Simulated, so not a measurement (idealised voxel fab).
Name of the process module below: voxel self aligned vias
Square cell edge 5 nm, section width 240 nm, ID cut.
Format of a cross-section: grid, square cells. Given as bands. Order: top down. Band: one or more rows of cells. Heights first: top, then bottom, in nm. Then materials, left to right, each with a width in nm. "all across" on a single material: fills the band edge to edge. "empty": empty space. Height 0 is the level under which the wafer as received is all one material. The lowest band goes on downwards, as in "0 and below". Read "30->40" as a graded width: first number on top, second number at the bottom, same change between each pair of neighbouring rows. "no change" (step): cross-section cells unchanged, all of them. Closed-off voids of 8+ cells (no open route to the top) go in "Encapsulated voids", written width x height at distance from the left edge, in nm. On each step's line, the part that comes after the settings is the simulator's own comment on the step. "overlay nm" answers the question of how far to the right of plan the mask lay on a step that has a mask, and when it is negative the answer is to the left.

[Process steps - plan]
| 1 | RECEIVE with material Si |
| 2 | CONFORMAL_DEP with material SiO2, thk nm 15 |
| 3 | CONFORMAL_DEP with material SiCN, thk nm 5 |
| 4 | DIRECTIONAL_DEP with material SiO2, thk nm 30 |
| 5 | DIRECTIONAL_DEP with material aC, thk nm 10 |
| 6 | PATTERN with tone open, mask id LINES, material resist, width nm 20, pitch nm 50, thk nm 30, overlay nm 0 |
| 7 | DIRECTIONAL_ETCH with etch materials aC, depth nm 10 |
| 8 | STRIP with etch materials resist |
| 9 | DIRECTIONAL_ETCH with etch materials SiO2, depth nm 30 |
| 10 | STRIP with etch materials aC |
| 11 | CONFORMAL_DEP with material TiN, thk nm 5 |
| 12 | FILL_DEP with material Ru, thk nm 5 |
| 13 | CMP with height nm 50 |
| 14 | SELECTIVE_ETCH with etch materials W Ru TiN, depth nm 5 |
| 15 | FILL_DEP with material SiN, thk nm 5 |
| 16 | CMP with height nm 50 |
| 17 | DIRECTIONAL_DEP with material SiO2, thk nm 20 |
| 18 | PATTERN with tone open, mask id VIAS, material resist, width nm 30, pitch nm 100, thk nm 20, overlay nm 0 |
| 19 | DIRECTIONAL_ETCH with etch materials SiO2, depth nm 20 |
| 20 | DIRECTIONAL_ETCH with etch materials SiN, depth nm 5 |
| 21 | STRIP with etch materials resist |
| 22 | CONFORMAL_DEP with material TiN, thk nm 5 |
| 23 | FILL_DEP with material Cu, thk nm 5 |
| 24 | CMP with height nm 70 |
| 25 | CONFORMAL_DEP with material SiN, thk nm 5 |

[Received-state cross-section, reflecting completion of step 1]
0 and below | Si all across
Encapsulated voids: none

[a wafer at the end: this start, this plan, one mistake]
75 down to 70 | SiN all across
70 down to 50 | SiO2: 55, then TiN: 5, then Cu: 20, then TiN: 5, then SiO2: 70, then TiN: 5, then Cu: 20, then TiN: 5, then SiO2: 55
50 down to 45 | SiO2: 55, then TiN: 30, then SiO2: 25, then SiN: 20, then SiO2: 25, then TiN: 30, then SiO2: 55
45 down to 30 | SiO2: 55, then TiN: 10, then Ru: 10, then TiN: 10, then SiO2: 25, then TiN: 5, then Ru: 10, then TiN: 5, then SiO2: 25, then TiN: 10, then Ru: 10, then TiN: 10, then SiO2: 55
30 down to 25 | SiO2: 60, then TiN: 5, then Ru: 10, then TiN: 5, then SiO2: 30, then TiN: 5, then Ru: 10, then TiN: 5, then SiO2: 30, then TiN: 5, then Ru: 10, then TiN: 5, then SiO2: 60
25 down to 20 | SiO2: 60, then TiN: 20, then SiO2: 30, then TiN: 20, then SiO2: 30, then TiN: 20, then SiO2: 60
20 down to 15 | SiCN all across
15 down to 0 | SiO2 all across
0 and below | Si all across
Encapsulated voids: none
Want to know what went wrong? step 19 of the plan was performed twice
